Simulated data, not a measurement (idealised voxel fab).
Proc. module: voxel transistor to metal
In the cross-section labelled cut, the width is 145 nm and each square cell is 5 nm.
Notation: cross-section as square-cell grid; stated in bands, top first, going down; one or more cell rows per band. Per band: top height and bottom height in nm, followed by the left-to-right materials and their widths in nm; "everywhere" marks a single material spanning edge to edge, "blank" marks empty space. Zero point of the height axis is 0; under it, received wafer = one material. Lowest band: continues down indefinitely, "0..down". The notation "30->40" denotes a width that varies across the rows of cells in the band, beginning at the first number in the top row, finishing at the second number in the bottom row, and changing by an identical amount from each row to the next. Key: "no modification" - step with no changed cell in the cross-section. Closed-off voids of 8+ cells (no open route to the top) go in "Tabulated closed voids", written width x height at distance from the left edge, in nm. Post-settings text on a step line: simulator's own remark regarding the step. The optional step-line setting "overlay nm" applies to steps with a mask and quantifies how far to the right of its planned location the mask lay, a negative value indicating leftward placement.

Here's what the planned process steps look like:
1 op RECEIVE | material Si
2 op CONFORMAL_DEP | material SiO2 | thk nm 5
3 op CONFORMAL_DEP | material SiN | thk nm 15
4 op DIRECTIONAL_DEP | material aC | thk nm 15
5 op PATTERN | tone cover | mask id ACTIVE | material resist | width nm 95 | thk nm 30 | overlay nm 0
6 op DIRECTIONAL_ETCH | etch materials aC | depth nm 15
7 op STRIP | etch materials resist
8 op DIRECTIONAL_ETCH | etch materials SiN | depth nm 15
9 op DIRECTIONAL_ETCH | etch materials SiO2 | depth nm 5
10 op DIRECTIONAL_ETCH | etch materials Si | depth nm 35
11 op STRIP | etch materials aC
12 op OXIDIZE | depth nm 5
13 op FILL_DEP | material SiO2 | thk nm 10
14 op CMP | height nm 20
15 op SELECTIVE_ETCH | etch materials SiO2 | depth nm 10
16 op STRIP | etch materials SiN
17 op SELECTIVE_ETCH | etch materials SiO2 | depth nm 5
18 op OXIDIZE | depth nm 5
19 op DIRECTIONAL_DEP | material polySi | thk nm 30
20 op DIRECTIONAL_DEP | material SiCN | thk nm 10
21 op DIRECTIONAL_DEP | material aC | thk nm 15
22 op PATTERN | tone cover | mask id GATE | material resist | width nm 25 | thk nm 35 | overlay nm 0
23 op DIRECTIONAL_ETCH | etch materials aC | depth nm 15
24 op STRIP | etch materials resist
25 op DIRECTIONAL_ETCH | etch materials SiCN | depth nm 20
26 op DIRECTIONAL_ETCH | etch materials polySi | depth nm 40
27 op STRIP | etch materials aC
28 op CONFORMAL_DEP | material SiN | thk nm 5
29 op DIRECTIONAL_ETCH | etch materials SiN | depth nm 5
30 op DIRECTIONAL_ETCH | etch materials SiO2 | depth nm 5
31 op DIRECTIONAL_ETCH | etch materials Si | depth nm 15
32 op EPI | material SiGe | thk nm 20
33 op FILL_DEP | material SiO2 | thk nm 5
34 op CMP | height nm 30
35 op STRIP | etch materials polySi
36 op SELECTIVE_ETCH | etch materials SiO2 | depth nm 5
37 op CONFORMAL_DEP | material HfO2 | thk nm 5
38 op CONFORMAL_DEP | material TiN | thk nm 5
39 op FILL_DEP | material W | thk nm 10
40 op CMP | height nm 25
41 op DIRECTIONAL_DEP | material SiO2 | thk nm 10
42 op MASKED_ETCH | tone open | mask id CONTACT | width nm 15 | pitch nm 70 | etch materials SiO2 | depth nm 35 | overlay nm 0
43 op CONFORMAL_DEP | material TiN | thk nm 5
44 op FILL_DEP | material Ru | thk nm 10
45 op CMP | height nm 35
46 op CONFORMAL_DEP | material SiCN | thk nm 5
47 op DIRECTIONAL_DEP | material SiO2 | thk nm 20
48 op MASKED_ETCH | tone open | mask id METAL_1 | width nm 15 | pitch nm 70 | etch materials SiO2 | depth nm 20 | overlay nm 0
49 op MASKED_ETCH | tone open | mask id METAL_1 | width nm 15 | pitch nm 70 | etch materials SiCN | depth nm 5 | overlay nm 0
50 op CONFORMAL_DEP | material TiN | thk nm 5
51 op FILL_DEP | material W | thk nm 5
52 op CMP | height nm 60
53 op EPI | material Ru | thk nm 5
54 op FILL_DEP | material SiCN | thk nm 5

first wafer, as planned:

As-received state of the wafer in cross-section, equivalent to post-step 1:
  0..down  Si everywhere
  Tabulated closed voids: none

The wafer, seen in cross-section, after step 2:
  5..0  SiO2 everywhere
  Note: structure below 0 unchanged.

The wafer, seen in cross-section, after step 3:
  20..5  SiN everywhere
  Note: structure below 5 unchanged.

The wafer, seen in cross-section, after step 4:
  35..20  aC everywhere
  Note: structure below 20 unchanged.

The wafer, seen in cross-section, after step 5:
  65..35  blank (25)  resist (95)  blank (25)
  Note: structure below 35 unchanged.

The wafer, seen in cross-section, after step 6:
  50..35  blank (25)  resist (95)  blank (25)
  35..20  blank (25)  aC (95)  blank (25)
  Note: structure below 20 unchanged.

The wafer, seen in cross-section, after step 7:
  35..20  blank (25)  aC (95)  blank (25)
  Note: structure below 20 unchanged.

The wafer, seen in cross-section, after step 8:
  35..20  blank (25)  aC (95)  blank (25)
  20..5  blank (25)  SiN (95)  blank (25)
  Note: structure below 5 unchanged.

The wafer, seen in cross-section, after step 9:
  35..20  blank (25)  aC (95)  blank (25)
  20..5  blank (25)  SiN (95)  blank (25)
  5..0  blank (25)  SiO2 (95)  blank (25)
  Note: structure below 0 unchanged.

The wafer, seen in cross-section, after step 10:
  35..20  blank (25)  aC (95)  blank (25)
  20..5  blank (25)  SiN (95)  blank (25)
  5..0  blank (25)  SiO2 (95)  blank (25)
  0..-35  blank (25)  Si (95)  blank (25)
  Note: structure below -35 unchanged.

The wafer, seen in cross-section, after step 11:
  20..5  blank (25)  SiN (95)  blank (25)
  Note: structure below 5 unchanged.

The wafer, seen in cross-section, after step 12:
  20..5  blank (25)  SiN (95)  blank (25)
  5..0  blank (25)  SiO2 (95)  blank (25)
  0..-35  blank (25)  SiO2 (5)  Si (85)  SiO2 (5)  blank (25)
  -35..-40  SiO2 (30)  Si (85)  SiO2 (30)
  Note: structure below -40 unchanged.

The wafer, seen in cross-section, after step 13:
  30..20  SiO2 everywhere
  20..5  SiO2 (25)  SiN (95)  SiO2 (25)
  5..0  SiO2 everywhere
  0..-40  SiO2 (30)  Si (85)  SiO2 (30)
  Note: structure below -40 unchanged.

The wafer, seen in cross-section, after step 14:
  20..5  SiO2 (25)  SiN (95)  SiO2 (25)
  Note: structure below 5 unchanged.

The wafer, seen in cross-section, after step 15:
  20..10  blank (25)  SiN (95)  blank (25)
  Note: structure below 10 unchanged.

The wafer, seen in cross-section, after step 16:
  10..5  SiO2 (25)  blank (95)  SiO2 (25)
  Note: structure below 5 unchanged.

The wafer, seen in cross-section, after step 17:
  5..0  SiO2 (20)  blank (105)  SiO2 (20)
  Note: structure below 0 unchanged.

The wafer, seen in cross-section, after step 18:
  5..0  SiO2 (20)  blank (105)  SiO2 (20)
  0..-5  SiO2 everywhere
  Note: structure below -5 unchanged.

The wafer, seen in cross-section, after step 19:
  35..30  polySi (20)  blank (105)  polySi (20)
  30..5  polySi everywhere
  5..0  SiO2 (20)  polySi (105)  SiO2 (20)
  Note: structure below 0 unchanged.

The wafer, seen in cross-section, after step 20:
  45..40  SiCN (20)  blank (105)  SiCN (20)
  40..35  SiCN everywhere
  35..30  polySi (20)  SiCN (105)  polySi (20)
  Note: structure below 30 unchanged.

The wafer, seen in cross-section, after step 21:
  60..55  aC (20)  blank (105)  aC (20)
  55..45  aC everywhere
  45..40  SiCN (20)  aC (105)  SiCN (20)
  Note: structure below 40 unchanged.

The wafer, seen in cross-section, after step 22:
  95..60  blank (60)  resist (25)  blank (60)
  60..55  aC (20)  blank (40)  resist (25)  blank (40)  aC (20)
  Note: structure below 55 unchanged.

The wafer, seen in cross-section, after step 23:
  80..55  blank (60)  resist (25)  blank (60)
  55..45  blank (60)  aC (25)  blank (60)
  45..40  SiCN (20)  blank (40)  aC (25)  blank (40)  SiCN (20)
  Note: structure below 40 unchanged.

The wafer, seen in cross-section, after step 24:
  55..45  blank (60)  aC (25)  blank (60)
  Note: structure below 45 unchanged.

The wafer, seen in cross-section, after step 25:
  55..40  blank (60)  aC (25)  blank (60)
  40..35  blank (60)  SiCN (25)  blank (60)
  35..30  polySi (20)  blank (40)  SiCN (25)  blank (40)  polySi (20)
  Note: structure below 30 unchanged.

The wafer, seen in cross-section, after step 26:
  55..40  blank (60)  aC (25)  blank (60)
  40..30  blank (60)  SiCN (25)  blank (60)
  30..5  blank (60)  polySi (25)  blank (60)
  5..0  SiO2 (20)  blank (40)  polySi (25)  blank (40)  SiO2 (20)
  Note: structure below 0 unchanged.

The wafer, seen in cross-section, after step 27:
  40..30  blank (60)  SiCN (25)  blank (60)
  Note: structure below 30 unchanged.

The wafer, seen in cross-section, after step 28:
  45..40  blank (55)  SiN (35)  blank (55)
  40..30  blank (55)  SiN (5)  SiCN (25)  SiN (5)  blank (55)
  30..10  blank (55)  SiN (5)  polySi (25)  SiN (5)  blank (55)
  10..5  SiN (25)  blank (30)  SiN (5)  polySi (25)  SiN (5)  blank (30)  SiN (25)
  5..0  SiO2 (20)  SiN (40)  polySi (25)  SiN (40)  SiO2 (20)
  Note: structure below 0 unchanged.

The wafer, seen in cross-section, after step 29:
  40..30  blank (55)  SiN (5)  SiCN (25)  SiN (5)  blank (55)
  30..5  blank (55)  SiN (5)  polySi (25)  SiN (5)  blank (55)
  5..0  SiO2 (20)  SiN (5)  blank (30)  SiN (5)  polySi (25)  SiN (5)  blank (30)  SiN (5)  SiO2 (20)
  Note: structure below 0 unchanged.

The wafer, seen in cross-section, after step 30:
  40..30  blank (55)  SiN (5)  SiCN (25)  SiN (5)  blank (55)
  30..5  blank (55)  SiN (5)  polySi (25)  SiN (5)  blank (55)
  5..0  blank (20)  SiN (5)  blank (30)  SiN (5)  polySi (25)  SiN (5)  blank (30)  SiN (5)  blank (20)
  0..-5  SiO2 (25)  blank (30)  SiO2 (35)  blank (30)  SiO2 (25)
  Note: structure below -5 unchanged.

The wafer, seen in cross-section, after step 31:
  40..30  blank (55)  SiN (5)  SiCN (25)  SiN (5)  blank (55)
  30..5  blank (55)  SiN (5)  polySi (25)  SiN (5)  blank (55)
  5..0  blank (20)  SiN (5)  blank (30)  SiN (5)  polySi (25)  SiN (5)  blank (30)  SiN (5)  blank (20)
  0..-5  SiO2 (25)  blank (30)  SiO2 (35)  blank (30)  SiO2 (25)
  -5..-20  SiO2 (30)  blank (25)  Si (35)  blank (25)  SiO2 (30)
  Note: structure below -20 unchanged.

The wafer, seen in cross-section, after step 32:
  40..30  blank (55)  SiN (5)  SiCN (25)  SiN (5)  blank (55)
  30..15  blank (55)  SiN (5)  polySi (25)  SiN (5)  blank (55)
  15..5  blank (35)  SiGe (20)  SiN (5)  polySi (25)  SiN (5)  SiGe (20)  blank (35)
  5..0  blank (20)  SiN (5)  blank (10)  SiGe (20)  SiN (5)  polySi (25)  SiN (5)  SiGe (20)  blank (10)  SiN (5)  blank (20)
  0..-5  SiO2 (25)  SiGe (30)  SiO2 (35)  SiGe (30)  SiO2 (25)
  -5..-20  SiO2 (30)  SiGe (25)  Si (35)  SiGe (25)  SiO2 (30)
  Note: structure below -20 unchanged.

The wafer, seen in cross-section, after step 33:
  45..40  SiO2 everywhere
  40..30  SiO2 (55)  SiN (5)  SiCN (25)  SiN (5)  SiO2 (55)
  30..15  SiO2 (55)  SiN (5)  polySi (25)  SiN (5)  SiO2 (55)
  15..5  SiO2 (35)  SiGe (20)  SiN (5)  polySi (25)  SiN (5)  SiGe (20)  SiO2 (35)
  5..0  SiO2 (20)  SiN (5)  SiO2 (10)  SiGe (20)  SiN (5)  polySi (25)  SiN (5)  SiGe (20)  SiO2 (10)  SiN (5)  SiO2 (20)
  Note: structure below 0 unchanged.

The wafer, seen in cross-section, after step 34:
  30..15  SiO2 (55)  SiN (5)  polySi (25)  SiN (5)  SiO2 (55)
  Note: structure below 15 unchanged.

The wafer, seen in cross-section, after step 35:
  30..15  SiO2 (55)  SiN (5)  blank (25)  SiN (5)  SiO2 (55)
  15..5  SiO2 (35)  SiGe (20)  SiN (5)  blank (25)  SiN (5)  SiGe (20)  SiO2 (35)
  5..0  SiO2 (20)  SiN (5)  SiO2 (10)  SiGe (20)  SiN (5)  blank (25)  SiN (5)  SiGe (20)  SiO2 (10)  SiN (5)  SiO2 (20)
  Note: structure below 0 unchanged.

The wafer, seen in cross-section, after step 36:
  30..25  blank (55)  SiN (5)  blank (25)  SiN (5)  blank (55)
  25..15  SiO2 (55)  SiN (5)  blank (25)  SiN (5)  SiO2 (55)
  15..5  SiO2 (35)  SiGe (20)  SiN (5)  blank (25)  SiN (5)  SiGe (20)  SiO2 (35)
  5..0  SiO2 (20)  SiN (5)  SiO2 (10)  SiGe (20)  SiN (5)  blank (25)  SiN (5)  SiGe (20)  SiO2 (10)  SiN (5)  SiO2 (20)
  0..-5  SiO2 (25)  SiGe (30)  blank (35)  SiGe (30)  SiO2 (25)
  Note: structure below -5 unchanged.

The wafer, seen in cross-section, after step 37:
  35..30  blank (50)  HfO2 (15)  blank (15)  HfO2 (15)  blank (50)
  30..25  HfO2 (55)  SiN (5)  HfO2 (5)  blank (15)  HfO2 (5)  SiN (5)  HfO2 (55)
  25..15  SiO2 (55)  SiN (5)  HfO2 (5)  blank (15)  HfO2 (5)  SiN (5)  SiO2 (55)
  15..5  SiO2 (35)  SiGe (20)  SiN (5)  HfO2 (5)  blank (15)  HfO2 (5)  SiN (5)  SiGe (20)  SiO2 (35)
  5..0  SiO2 (20)  SiN (5)  SiO2 (10)  SiGe (20)  SiN (5)  HfO2 (5)  blank (15)  HfO2 (5)  SiN (5)  SiGe (20)  SiO2 (10)  SiN (5)  SiO2 (20)
  0..-5  SiO2 (25)  SiGe (30)  HfO2 (35)  SiGe (30)  SiO2 (25)
  Note: structure below -5 unchanged.

The wafer, seen in cross-section, after step 38:
  40..35  blank (45)  TiN (25)  blank (5)  TiN (25)  blank (45)
  35..30  TiN (50)  HfO2 (15)  TiN (5)  blank (5)  TiN (5)  HfO2 (15)  TiN (50)
  30..25  HfO2 (55)  SiN (5)  HfO2 (5)  TiN (5)  blank (5)  TiN (5)  HfO2 (5)  SiN (5)  HfO2 (55)
  25..15  SiO2 (55)  SiN (5)  HfO2 (5)  TiN (5)  blank (5)  TiN (5)  HfO2 (5)  SiN (5)  SiO2 (55)
  15..5  SiO2 (35)  SiGe (20)  SiN (5)  HfO2 (5)  TiN (5)  blank (5)  TiN (5)  HfO2 (5)  SiN (5)  SiGe (20)  SiO2 (35)
  5..0  SiO2 (20)  SiN (5)  SiO2 (10)  SiGe (20)  SiN (5)  HfO2 (5)  TiN (15)  HfO2 (5)  SiN (5)  SiGe (20)  SiO2 (10)  SiN (5)  SiO2 (20)
  Note: structure below 0 unchanged.

The wafer, seen in cross-section, after step 39:
  50..40  W everywhere
  40..35  W (45)  TiN (25)  W (5)  TiN (25)  W (45)
  35..30  TiN (50)  HfO2 (15)  TiN (5)  W (5)  TiN (5)  HfO2 (15)  TiN (50)
  30..25  HfO2 (55)  SiN (5)  HfO2 (5)  TiN (5)  W (5)  TiN (5)  HfO2 (5)  SiN (5)  HfO2 (55)
  25..15  SiO2 (55)  SiN (5)  HfO2 (5)  TiN (5)  W (5)  TiN (5)  HfO2 (5)  SiN (5)  SiO2 (55)
  15..5  SiO2 (35)  SiGe (20)  SiN (5)  HfO2 (5)  TiN (5)  W (5)  TiN (5)  HfO2 (5)  SiN (5)  SiGe (20)  SiO2 (35)
  Note: structure below 5 unchanged.

The wafer, seen in cross-section, after step 40:
  25..15  SiO2 (55)  SiN (5)  HfO2 (5)  TiN (5)  W (5)  TiN (5)  HfO2 (5)  SiN (5)  SiO2 (55)
  Note: structure below 15 unchanged.

The wafer, seen in cross-section, after step 41:
  35..25  SiO2 everywhere
  Note: structure below 25 unchanged.

The wafer, seen in cross-section, after step 42:
  35..25  SiO2 (30)  blank (15)  SiO2 (55)  blank (15)  SiO2 (30)
  25..15  SiO2 (30)  blank (15)  SiO2 (10)  SiN (5)  HfO2 (5)  TiN (5)  W (5)  TiN (5)  HfO2 (5)  SiN (5)  SiO2 (10)  blank (15)  SiO2 (30)
  15..5  SiO2 (30)  blank (5)  SiGe (20)  SiN (5)  HfO2 (5)  TiN (5)  W (5)  TiN (5)  HfO2 (5)  SiN (5)  SiGe (20)  blank (5)  SiO2 (30)
  5..0  SiO2 (20)  SiN (5)  SiO2 (5)  blank (5)  SiGe (20)  SiN (5)  HfO2 (5)  TiN (15)  HfO2 (5)  SiN (5)  SiGe (20)  blank (5)  SiO2 (5)  SiN (5)  SiO2 (20)
  Note: structure below 0 unchanged.

The wafer, seen in cross-section, after step 43:
  40..35  TiN (35)  blank (5)  TiN (65)  blank (5)  TiN (35)
  35..25  SiO2 (30)  TiN (5)  blank (5)  TiN (5)  SiO2 (55)  TiN (5)  blank (5)  TiN (5)  SiO2 (30)
  25..20  SiO2 (30)  TiN (5)  blank (5)  TiN (5)  SiO2 (10)  SiN (5)  HfO2 (5)  TiN (5)  W (5)  TiN (5)  HfO2 (5)  SiN (5)  SiO2 (10)  TiN (5)  blank (5)  TiN (5)  SiO2 (30)
  20..15  SiO2 (30)  TiN (15)  SiO2 (10)  SiN (5)  HfO2 (5)  TiN (5)  W (5)  TiN (5)  HfO2 (5)  SiN (5)  SiO2 (10)  TiN (15)  SiO2 (30)
  15..5  SiO2 (30)  TiN (5)  SiGe (20)  SiN (5)  HfO2 (5)  TiN (5)  W (5)  TiN (5)  HfO2 (5)  SiN (5)  SiGe (20)  TiN (5)  SiO2 (30)
  5..0  SiO2 (20)  SiN (5)  SiO2 (5)  TiN (5)  SiGe (20)  SiN (5)  HfO2 (5)  TiN (15)  HfO2 (5)  SiN (5)  SiGe (20)  TiN (5)  SiO2 (5)  SiN (5)  SiO2 (20)
  Note: structure below 0 unchanged.

The wafer, seen in cross-section, after step 44:
  50..40  Ru everywhere
  40..35  TiN (35)  Ru (5)  TiN (65)  Ru (5)  TiN (35)
  35..25  SiO2 (30)  TiN (5)  Ru (5)  TiN (5)  SiO2 (55)  TiN (5)  Ru (5)  TiN (5)  SiO2 (30)
  25..20  SiO2 (30)  TiN (5)  Ru (5)  TiN (5)  SiO2 (10)  SiN (5)  HfO2 (5)  TiN (5)  W (5)  TiN (5)  HfO2 (5)  SiN (5)  SiO2 (10)  TiN (5)  Ru (5)  TiN (5)  SiO2 (30)
  Note: structure below 20 unchanged.

The wafer, seen in cross-section, after step 45:
  35..25  SiO2 (30)  TiN (5)  Ru (5)  TiN (5)  SiO2 (55)  TiN (5)  Ru (5)  TiN (5)  SiO2 (30)
  Note: structure below 25 unchanged.

The wafer, seen in cross-section, after step 46:
  40..35  SiCN everywhere
  Note: structure below 35 unchanged.

The wafer, seen in cross-section, after step 47:
  60..40  SiO2 everywhere
  Note: structure below 40 unchanged.

The wafer, seen in cross-section, after step 48:
  60..40  SiO2 (30)  blank (15)  SiO2 (55)  blank (15)  SiO2 (30)
  Note: structure below 40 unchanged.

The wafer, seen in cross-section, after step 49:
  60..40  SiO2 (30)  blank (15)  SiO2 (55)  blank (15)  SiO2 (30)
  40..35  SiCN (30)  blank (15)  SiCN (55)  blank (15)  SiCN (30)
  Note: structure below 35 unchanged.

The wafer, seen in cross-section, after step 50:
  65..60  TiN (35)  blank (5)  TiN (65)  blank (5)  TiN (35)
  60..40  SiO2 (30)  TiN (5)  blank (5)  TiN (5)  SiO2 (55)  TiN (5)  blank (5)  TiN (5)  SiO2 (30)
  40..35  SiCN (30)  TiN (15)  SiCN (55)  TiN (15)  SiCN (30)
  Note: structure below 35 unchanged.

The wafer, seen in cross-section, after step 51:
  70..65  W everywhere
  65..60  TiN (35)  W (5)  TiN (65)  W (5)  TiN (35)
  60..40  SiO2 (30)  TiN (5)  W (5)  TiN (5)  SiO2 (55)  TiN (5)  W (5)  TiN (5)  SiO2 (30)
  Note: structure below 40 unchanged.

The wafer, seen in cross-section, after step 52:
  60..40  SiO2 (30)  TiN (5)  W (5)  TiN (5)  SiO2 (55)  TiN (5)  W (5)  TiN (5)  SiO2 (30)
  Note: structure below 40 unchanged.

The wafer, seen in cross-section, after step 53:
  65..60  blank (25)  Ru (25)  blank (45)  Ru (25)  blank (25)
  Note: structure below 60 unchanged.

The wafer, seen in cross-section, after step 54:
  70..65  SiCN everywhere
  65..60  SiCN (25)  Ru (25)  SiCN (45)  Ru (25)  SiCN (25)
  Note: structure below 60 unchanged.

Companion wafer, the second of two: same beginning, same intended sequence, one mistake in carrying it out; through step 36 inclusive it tracks the first exactly:

Cross-section of the second wafer when, according to plan, step 37 should have finished:
  35..30  blank (50)  TiN (15)  blank (15)  TiN (15)  blank (50)
  30..25  TiN (55)  SiN (5)  TiN (5)  blank (15)  TiN (5)  SiN (5)  TiN (55)
  25..15  SiO2 (55)  SiN (5)  TiN (5)  blank (15)  TiN (5)  SiN (5)  SiO2 (55)
  15..5  SiO2 (35)  SiGe (20)  SiN (5)  TiN (5)  blank (15)  TiN (5)  SiN (5)  SiGe (20)  SiO2 (35)
  5..0  SiO2 (20)  SiN (5)  SiO2 (10)  SiGe (20)  SiN (5)  TiN (5)  blank (15)  TiN (5)  SiN (5)  SiGe (20)  SiO2 (10)  SiN (5)  SiO2 (20)
  0..-5  SiO2 (25)  SiGe (30)  TiN (35)  SiGe (30)  SiO2 (25)
  Note: structure below -5 unchanged.

Cross-section of the second wafer when, according to plan, step 38 should have finished:
  40..35  blank (45)  HfO2 (25)  blank (5)  HfO2 (25)  blank (45)
  35..30  HfO2 (50)  TiN (15)  HfO2 (5)  blank (5)  HfO2 (5)  TiN (15)  HfO2 (50)
  30..25  TiN (55)  SiN (5)  TiN (5)  HfO2 (5)  blank (5)  HfO2 (5)  TiN (5)  SiN (5)  TiN (55)
  25..15  SiO2 (55)  SiN (5)  TiN (5)  HfO2 (5)  blank (5)  HfO2 (5)  TiN (5)  SiN (5)  SiO2 (55)
  15..5  SiO2 (35)  SiGe (20)  SiN (5)  TiN (5)  HfO2 (5)  blank (5)  HfO2 (5)  TiN (5)  SiN (5)  SiGe (20)  SiO2 (35)
  5..0  SiO2 (20)  SiN (5)  SiO2 (10)  SiGe (20)  SiN (5)  TiN (5)  HfO2 (15)  TiN (5)  SiN (5)  SiGe (20)  SiO2 (10)  SiN (5)  SiO2 (20)
  Note: structure below 0 unchanged.

Cross-section of the second wafer when, according to plan, step 39 should have finished:
  50..40  W everywhere
  40..35  W (45)  HfO2 (25)  W (5)  HfO2 (25)  W (45)
  35..30  HfO2 (50)  TiN (15)  HfO2 (5)  W (5)  HfO2 (5)  TiN (15)  HfO2 (50)
  30..25  TiN (55)  SiN (5)  TiN (5)  HfO2 (5)  W (5)  HfO2 (5)  TiN (5)  SiN (5)  TiN (55)
  25..15  SiO2 (55)  SiN (5)  TiN (5)  HfO2 (5)  W (5)  HfO2 (5)  TiN (5)  SiN (5)  SiO2 (55)
  15..5  SiO2 (35)  SiGe (20)  SiN (5)  TiN (5)  HfO2 (5)  W (5)  HfO2 (5)  TiN (5)  SiN (5)  SiGe (20)  SiO2 (35)
  Note: structure below 5 unchanged.

Cross-section of the second wafer when, according to plan, step 40 should have finished:
  25..15  SiO2 (55)  SiN (5)  TiN (5)  HfO2 (5)  W (5)  HfO2 (5)  TiN (5)  SiN (5)  SiO2 (55)
  Note: structure below 15 unchanged.

Cross-section of the second wafer when, according to plan, step 41 should have finished:
  35..25  SiO2 everywhere
  Note: structure below 25 unchanged.

Cross-section of the second wafer when, according to plan, step 42 should have finished:
  35..25  SiO2 (30)  blank (15)  SiO2 (55)  blank (15)  SiO2 (30)
  25..15  SiO2 (30)  blank (15)  SiO2 (10)  SiN (5)  TiN (5)  HfO2 (5)  W (5)  HfO2 (5)  TiN (5)  SiN (5)  SiO2 (10)  blank (15)  SiO2 (30)
  15..5  SiO2 (30)  blank (5)  SiGe (20)  SiN (5)  TiN (5)  HfO2 (5)  W (5)  HfO2 (5)  TiN (5)  SiN (5)  SiGe (20)  blank (5)  SiO2 (30)
  5..0  SiO2 (20)  SiN (5)  SiO2 (5)  blank (5)  SiGe (20)  SiN (5)  TiN (5)  HfO2 (15)  TiN (5)  SiN (5)  SiGe (20)  blank (5)  SiO2 (5)  SiN (5)  SiO2 (20)
  Note: structure below 0 unchanged.

Cross-section of the second wafer when, according to plan, step 43 should have finished:
  40..35  TiN (35)  blank (5)  TiN (65)  blank (5)  TiN (35)
  35..25  SiO2 (30)  TiN (5)  blank (5)  TiN (5)  SiO2 (55)  TiN (5)  blank (5)  TiN (5)  SiO2 (30)
  25..20  SiO2 (30)  TiN (5)  blank (5)  TiN (5)  SiO2 (10)  SiN (5)  TiN (5)  HfO2 (5)  W (5)  HfO2 (5)  TiN (5)  SiN (5)  SiO2 (10)  TiN (5)  blank (5)  TiN (5)  SiO2 (30)
  20..15  SiO2 (30)  TiN (15)  SiO2 (10)  SiN (5)  TiN (5)  HfO2 (5)  W (5)  HfO2 (5)  TiN (5)  SiN (5)  SiO2 (10)  TiN (15)  SiO2 (30)
  15..5  SiO2 (30)  TiN (5)  SiGe (20)  SiN (5)  TiN (5)  HfO2 (5)  W (5)  HfO2 (5)  TiN (5)  SiN (5)  SiGe (20)  TiN (5)  SiO2 (30)
  5..0  SiO2 (20)  SiN (5)  SiO2 (5)  TiN (5)  SiGe (20)  SiN (5)  TiN (5)  HfO2 (15)  TiN (5)  SiN (5)  SiGe (20)  TiN (5)  SiO2 (5)  SiN (5)  SiO2 (20)
  Note: structure below 0 unchanged.

Cross-section of the second wafer when, according to plan, step 44 should have finished:
  50..40  Ru everywhere
  40..35  TiN (35)  Ru (5)  TiN (65)  Ru (5)  TiN (35)
  35..25  SiO2 (30)  TiN (5)  Ru (5)  TiN (5)  SiO2 (55)  TiN (5)  Ru (5)  TiN (5)  SiO2 (30)
  25..20  SiO2 (30)  TiN (5)  Ru (5)  TiN (5)  SiO2 (10)  SiN (5)  TiN (5)  HfO2 (5)  W (5)  HfO2 (5)  TiN (5)  SiN (5)  SiO2 (10)  TiN (5)  Ru (5)  TiN (5)  SiO2 (30)
  Note: structure below 20 unchanged.

Cross-section of the second wafer when, according to plan, step 45 should have finished:
  35..25  SiO2 (30)  TiN (5)  Ru (5)  TiN (5)  SiO2 (55)  TiN (5)  Ru (5)  TiN (5)  SiO2 (30)
  Note: structure below 25 unchanged.

Cross-section of the second wafer when, according to plan, step 46 should have finished:
  40..35  SiCN everywhere
  Note: structure below 35 unchanged.

Cross-section of the second wafer when, according to plan, step 47 should have finished:
  60..40  SiO2 everywhere
  Note: structure below 40 unchanged.

Cross-section of the second wafer when, according to plan, step 48 should have finished:
  60..40  SiO2 (30)  blank (15)  SiO2 (55)  blank (15)  SiO2 (30)
  Note: structure below 40 unchanged.

Cross-section of the second wafer when, according to plan, step 49 should have finished:
  60..40  SiO2 (30)  blank (15)  SiO2 (55)  blank (15)  SiO2 (30)
  40..35  SiCN (30)  blank (15)  SiCN (55)  blank (15)  SiCN (30)
  Note: structure below 35 unchanged.

Cross-section of the second wafer when, according to plan, step 50 should have finished:
  65..60  TiN (35)  blank (5)  TiN (65)  blank (5)  TiN (35)
  60..40  SiO2 (30)  TiN (5)  blank (5)  TiN (5)  SiO2 (55)  TiN (5)  blank (5)  TiN (5)  SiO2 (30)
  40..35  SiCN (30)  TiN (15)  SiCN (55)  TiN (15)  SiCN (30)
  Note: structure below 35 unchanged.

Cross-section of the second wafer when, according to plan, step 51 should have finished:
  70..65  W everywhere
  65..60  TiN (35)  W (5)  TiN (65)  W (5)  TiN (35)
  60..40  SiO2 (30)  TiN (5)  W (5)  TiN (5)  SiO2 (55)  TiN (5)  W (5)  TiN (5)  SiO2 (30)
  Note: structure below 40 unchanged.

Cross-section of the second wafer when, according to plan, step 52 should have finished:
  60..40  SiO2 (30)  TiN (5)  W (5)  TiN (5)  SiO2 (55)  TiN (5)  W (5)  TiN (5)  SiO2 (30)
  Note: structure below 40 unchanged.

Cross-section of the second wafer when, according to plan, step 53 should have finished:
  65..60  blank (25)  Ru (25)  blank (45)  Ru (25)  blank (25)
  Note: structure below 60 unchanged.

Cross-section of the second wafer when, according to plan, step 54 should have finished:
  70..65  SiCN everywhere
  65..60  SiCN (25)  Ru (25)  SiCN (45)  Ru (25)  SiCN (25)
  Note: structure below 60 unchanged.
Diagnosis: it was found that steps 37 and 38 of the process plan had been performed in exchanged positions
Looking at both finished wafers in cells, the second ends up ahead of or behind the first on some materials: 6 fewer of HfO2 | 6 more of TiN
